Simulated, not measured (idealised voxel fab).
process module | voxel transistor to metal
cross-section cut | 195 nm wide | cells 5 nm
A cross-section is a grid of square cells, given in bands from the top down. A band is one or more rows of cells.
Each band's line starts with the height of the band's top and of its bottom, in nm. Then come its materials from left to right, each with its width in nm. One material with "throughout" fills the band from edge to edge. "air" is empty space.
Height 0 is the level under which the wafer as received is all one material. The lowest band goes on downwards, as in "0 down".
A width such as "30 to 40" changes by the same amount from each row of cells to the next, from the band's top row to its bottom row.
"no change" after a step means that no cell of the cross-section changed.
closed voids: empty space of 8 cells or more with no open way to the top, each as width x height at its distance from the left edge, in nm
after a step's settings: what the simulator itself notes on the step
overlay nm, on a step with a mask: how far to the right of its planned place the mask lay; to the left if negative
plan
1 op RECEIVE | material Si
2 op CONFORMAL_DEP | material SiO2 | thk nm 5
3 op CONFORMAL_DEP | material SiN | thk nm 10
4 op PATTERN | tone cover | mask id ACTIVE | material resist | width nm 110 | thk nm 20 | overlay nm 0
5 op DIRECTIONAL_ETCH | etch materials SiN | depth nm 10
6 op DIRECTIONAL_ETCH | etch materials SiO2 | depth nm 5
7 op DIRECTIONAL_ETCH | etch materials Si | depth nm 20
8 op STRIP | etch materials resist
9 op FILL_DEP | material SiO2 | thk nm 5
10 op CMP | height nm 15
11 op SELECTIVE_ETCH | etch materials SiO2 | depth nm 5
12 op STRIP | etch materials SiN
13 op SELECTIVE_ETCH | etch materials SiO2 | depth nm 5
14 op OXIDIZE | depth nm 5
15 op DIRECTIONAL_DEP | material polySi | thk nm 20
16 op DIRECTIONAL_DEP | material SiCN | thk nm 15
17 op MASKED_ETCH | tone cover | mask id GATE | width nm 30 | etch materials SiCN | depth nm 25 | overlay nm 0
18 op MASKED_ETCH | tone cover | mask id GATE | width nm 30 | etch materials polySi | depth nm 30 | overlay nm 0
19 op CONFORMAL_DEP | material SiN | thk nm 5
20 op DIRECTIONAL_ETCH | etch materials SiN | depth nm 5
21 op DIRECTIONAL_ETCH | etch materials SiO2 | depth nm 5
22 op EPI | material nSi | thk nm 5
23 op FILL_DEP | material SiO2 | thk nm 10
24 op CMP | height nm 20
25 op STRIP | etch materials polySi
26 op SELECTIVE_ETCH | etch materials SiO2 | depth nm 5
27 op CONFORMAL_DEP | material HfO2 | thk nm 5
28 op CONFORMAL_DEP | material TiN | thk nm 5
29 op FILL_DEP | material W | thk nm 5
30 op CMP | height nm 15
31 op DIRECTIONAL_DEP | material SiO2 | thk nm 15
32 op DIRECTIONAL_DEP | material aC | thk nm 15
33 op PATTERN | tone open | mask id CONTACT | material resist | width nm 15 | pitch nm 75 | thk nm 35 | overlay nm 0
34 op DIRECTIONAL_ETCH | etch materials aC | depth nm 15
35 op STRIP | etch materials resist
36 op DIRECTIONAL_ETCH | etch materials SiO2 | depth nm 30
37 op STRIP | etch materials aC
38 op CONFORMAL_DEP | material TiN | thk nm 5
39 op FILL_DEP | material Ru | thk nm 10
40 op CMP | height nm 30
41 op DIRECTIONAL_DEP | material TiN | thk nm 5
42 op DIRECTIONAL_DEP | material Ru | thk nm 20
43 op MASKED_ETCH | tone cover | mask id METAL_1 | width nm 15 | pitch nm 75 | etch materials Ru | depth nm 20 | overlay nm 0
44 op MASKED_ETCH | tone cover | mask id METAL_1 | width nm 15 | pitch nm 75 | etch materials TiN | depth nm 5 | overlay nm 0
45 op FILL_DEP | material lowk | thk nm 5
46 op CMP | height nm 55
47 op CONFORMAL_DEP | material SiCN | thk nm 5
48 op DIRECTIONAL_DEP | material lowk | thk nm 35
49 op DIRECTIONAL_DEP | material aC | thk nm 15
50 op PATTERN | tone open | mask id METAL_2 | material resist | width nm 15 | pitch nm 75 | thk nm 35 | overlay nm 0
51 op DIRECTIONAL_ETCH | etch materials aC | depth nm 15
52 op STRIP | etch materials resist
53 op DIRECTIONAL_ETCH | etch materials lowk | depth nm 20
54 op STRIP | etch materials aC
55 op DIRECTIONAL_DEP | material aC | thk nm 15
56 op PATTERN | tone open | mask id METAL_2_HOLES | material resist | width nm 15 | pitch nm 75 | thk nm 35 | overlay nm 0
57 op DIRECTIONAL_ETCH | etch materials aC | depth nm 15
58 op STRIP | etch materials resist
59 op DIRECTIONAL_ETCH | etch materials lowk | depth nm 15
60 op DIRECTIONAL_ETCH | etch materials SiCN | depth nm 5
61 op STRIP | etch materials aC
62 op CONFORMAL_DEP | material TiN | thk nm 5
63 op FILL_DEP | material Ru | thk nm 5
64 op CMP | height nm 95
65 op CONFORMAL_DEP | material SiN | thk nm 5
as received, after step 1
  0 down: Si throughout
  closed voids: none
a wafer at the end: this start, this plan, one mistake
  100 to 95: SiN throughout
  95 to 60: lowk 50 | TiN 5 | Ru 5 | TiN 5 | lowk 60 | TiN 5 | Ru 5 | TiN 5 | lowk 55
  60 to 55: SiCN 50 | TiN 15 | SiCN 60 | TiN 15 | SiCN 55
  55 to 35: lowk 50 | Ru 20 | lowk 55 | Ru 20 | lowk 50
  35 to 30: lowk 50 | TiN 20 | lowk 55 | TiN 20 | lowk 50
  30 to 15: SiO2 50 | TiN 5 | Ru 5 | TiN 5 | SiO2 60 | TiN 5 | Ru 5 | TiN 5 | SiO2 55
  15 to 5: SiO2 50 | TiN 5 | Ru 5 | TiN 5 | SiO2 10 | SiN 5 | HfO2 5 | TiN 5 | W 10 | TiN 5 | HfO2 5 | SiN 5 | SiO2 10 | TiN 5 | Ru 5 | TiN 5 | SiO2 55
  5 to 0: SiO2 35 | SiN 5 | SiO2 10 | TiN 15 | SiO2 10 | SiN 5 | HfO2 5 | TiN 20 | HfO2 5 | SiN 5 | SiO2 10 | TiN 15 | SiO2 10 | SiN 5 | SiO2 40
  0 to -5: SiO2 40 | nSi 35 | HfO2 40 | nSi 35 | SiO2 45
  -5 to -20: SiO2 40 | Si 110 | SiO2 45
  -20 down: Si throughout
  closed voids: none
what went wrong: step 43 ran as: op MASKED_ETCH | tone cover | mask id METAL_1 | width nm 20 | pitch nm 75 | etch materials Ru | depth nm 20 | overlay nm 0
